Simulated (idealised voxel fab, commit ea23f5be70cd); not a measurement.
process module | voxel wiring stack
cross-section cut | 280 nm wide | cells 5 nm
A cross-section is a grid of square cells, given in bands from the top down. A band is one or more rows of cells.
Each band's line starts with the height of the band's top and of its bottom, in nm. Then come its materials from left to right, each with its width in nm. One material with "throughout" fills the band from edge to edge. "air" is empty space.
Height 0 is the level under which the wafer as received is all one material. The lowest band goes on downwards, as in "0 down".
A width such as "30 to 40" changes by the same amount from each row of cells to the next, from the band's top row to its bottom row.
"no change" after a step means that no cell of the cross-section changed.
closed voids: empty space of 8 cells or more with no open way to the top, each as width x height at its distance from the left edge, in nm
after a step's settings: what the simulator itself notes on the step
overlay nm, on a step with a mask: how far to the right of its planned place the mask lay; to the left if negative
plan
1 op RECEIVE | material Si
2 op CONFORMAL_DEP | material SiO2 | thk nm 10
3 op CONFORMAL_DEP | material SiN | thk nm 5
4 op DIRECTIONAL_DEP | material lowk | thk nm 20
5 op MASKED_ETCH | tone open | mask id METAL_1 | width nm 20 | pitch nm 50 | etch materials lowk | depth nm 20 | overlay nm 0
6 op MASKED_ETCH | tone open | mask id METAL_1 | width nm 20 | pitch nm 50 | etch materials SiN | depth nm 5 | overlay nm 0
7 op CONFORMAL_DEP | material TiN | thk nm 5
8 op FILL_DEP | material W | thk nm 10
9 op CMP | height nm 35
10 op CONFORMAL_DEP | material SiCN | thk nm 5
11 op DIRECTIONAL_DEP | material SiO2 | thk nm 10
12 op DIRECTIONAL_DEP | material aC | thk nm 15
13 op PATTERN | tone open | mask id PLUG_1 | material resist | width nm 15 | pitch nm 50 | thk nm 35 | overlay nm 0
14 op DIRECTIONAL_ETCH | etch materials aC | depth nm 15
15 op STRIP | etch materials resist
16 op DIRECTIONAL_ETCH | etch materials SiO2 | depth nm 10
17 op DIRECTIONAL_ETCH | etch materials SiCN | depth nm 5
18 op STRIP | etch materials aC
19 op EPI | material Ru | thk nm 10
20 op EPI | material Ru | thk nm 5
21 op DIRECTIONAL_DEP | material TiN | thk nm 5
22 op DIRECTIONAL_DEP | material Ru | thk nm 25
23 op DIRECTIONAL_DEP | material aC | thk nm 10
24 op PATTERN | tone cover | mask id METAL_2 | material resist | width nm 20 | pitch nm 50 | thk nm 25 | overlay nm 0
25 op DIRECTIONAL_ETCH | etch materials aC | depth nm 10
26 op STRIP | etch materials resist
27 op DIRECTIONAL_ETCH | etch materials Ru | depth nm 25
28 op DIRECTIONAL_ETCH | etch materials TiN | depth nm 5
29 op STRIP | etch materials aC
30 op FILL_DEP | material lowk | thk nm 10
31 op CMP | height nm 80
32 op CONFORMAL_DEP | material SiN | thk nm 5
as received, after step 1
  0 down: Si throughout
  closed voids: none
first wafer at the end, as planned
  85 to 80: SiN throughout
  80 to 55: lowk 55 | Ru 20 | lowk 30 | Ru 20 | lowk 30 | Ru 20 | lowk 30 | Ru 20 | lowk 55
  55 to 50: lowk 55 | TiN 20 | lowk 30 | TiN 20 | lowk 30 | TiN 20 | lowk 30 | TiN 20 | lowk 55
  50 to 40: SiO2 55 | Ru 15 | SiO2 35 | Ru 15 | SiO2 35 | Ru 15 | SiO2 35 | Ru 15 | SiO2 60
  40 to 35: SiCN 55 | Ru 15 | SiCN 35 | Ru 15 | SiCN 35 | Ru 15 | SiCN 35 | Ru 15 | SiCN 60
  35 to 15: lowk 55 | TiN 5 | W 10 | TiN 5 | lowk 30 | TiN 5 | W 10 | TiN 5 | lowk 30 | TiN 5 | W 10 | TiN 5 | lowk 30 | TiN 5 | W 10 | TiN 5 | lowk 55
  15 to 10: SiN 55 | TiN 20 | SiN 30 | TiN 20 | SiN 30 | TiN 20 | SiN 30 | TiN 20 | SiN 55
  10 to 0: SiO2 throughout
  0 down: Si throughout
  closed voids: none
second wafer at the end: like start, like plan, one mistake
  85 to 80: SiN throughout
  80 to 70: lowk 55 | Ru 20 | lowk 30 | Ru 20 | lowk 30 | Ru 20 | lowk 30 | Ru 20 | lowk 55
  70 to 65: lowk 55 | TiN 20 | lowk 30 | TiN 20 | lowk 30 | TiN 20 | lowk 30 | TiN 20 | lowk 55
  65 to 40: Ru throughout
  40 to 35: SiCN throughout
  35 to 15: lowk 55 | TiN 5 | W 10 | TiN 5 | lowk 30 | TiN 5 | W 10 | TiN 5 | lowk 30 | TiN 5 | W 10 | TiN 5 | lowk 30 | TiN 5 | W 10 | TiN 5 | lowk 55
  15 to 10: SiN 55 | TiN 20 | SiN 30 | TiN 20 | SiN 30 | TiN 20 | SiN 30 | TiN 20 | SiN 55
  10 to 0: SiO2 throughout
  0 down: Si throughout
  closed voids: none
what went wrong: step 11 ran as: op DIRECTIONAL_DEP | material Ru | thk nm 10
at the end the second wafer has, in cells: 196 more of Ru | 12 more of SiCN | 88 fewer of SiO2 | 120 fewer of lowk
